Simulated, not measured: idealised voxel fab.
Herein follows the process module entitled voxel released beams.
Pictured: cross-section cut, 240 nm wide, on a grid of 5 nm square cells.
Throughout this document, each cross-section is represented as a grid of square cells and is presented as a sequence of bands enumerated from the top downward, where a band comprises one or more rows of cells.
What a band's entry tells you: where the top is and where the bottom is, as heights in nm, and after that what lies inside, material by material from left to right, each with its width in nm. Empty space is written as the word "blank", and a single material marked with the word "all across" occupies the band from edge to edge.
Convention: height 0 is the level below which the wafer, as received, is all one material. The lowest band does not terminate at the bottom but continues downward, represented as "0 down".
Quick explanation for "30 to 40": the width changes in equal steps down the rows of cells, from the first number in the band's top row to the second number in its bottom row.
The cross-section has no changed cell in any step marked "everything unchanged".
Entry "Closed void roster". Content: empty spaces with no open connection to the top, size 8 cells or greater. Each: width x height at distance. Distance: from left edge. Unit: nm.
Post-settings text on a step line: simulator's own remark regarding the step.
If you see "overlay nm" on a step's line and that step has a mask, it's telling you how far right of where it was planned the mask ended up; a negative number means it went left instead.
**The following list gives the planned process steps**
| 1 | RECEIVE | material Si |
| 2 | CONFORMAL_DEP | material SiN | thk nm 10 |
| 3 | DIRECTIONAL_DEP | material SiO2 | thk nm 10 |
| 4 | PATTERN | tone open | mask id ANCHOR | material resist | width nm 45 | thk nm 20 | overlay nm 0 |
| 5 | DIRECTIONAL_ETCH | etch materials SiO2 | depth nm 10 |
| 6 | STRIP | etch materials resist |
| 7 | CONFORMAL_DEP | material W | thk nm 15 |
| 8 | MASKED_ETCH | tone cover | mask id BEAM | width nm 105 | etch materials W | depth nm 15 | overlay nm 0 |
| 9 | STRIP | etch materials SiO2 |
**Wafer as received: cross-section following step 1**
* 0 down  Si all across
* Closed void roster: none
**a wafer at the end: this start, this plan, one mistake**
* 50 to 35  65 of blank; 105 of W; 70 of blank
* 35 to 20  W all across
* 20 to 10  70 of SiO2; 45 of W; 125 of SiO2
* 10 to 0  SiN all across
* 0 down  Si all across
* Closed void roster: none
Deviation noted in wafer processing: in the plan, step 7 was performed twice
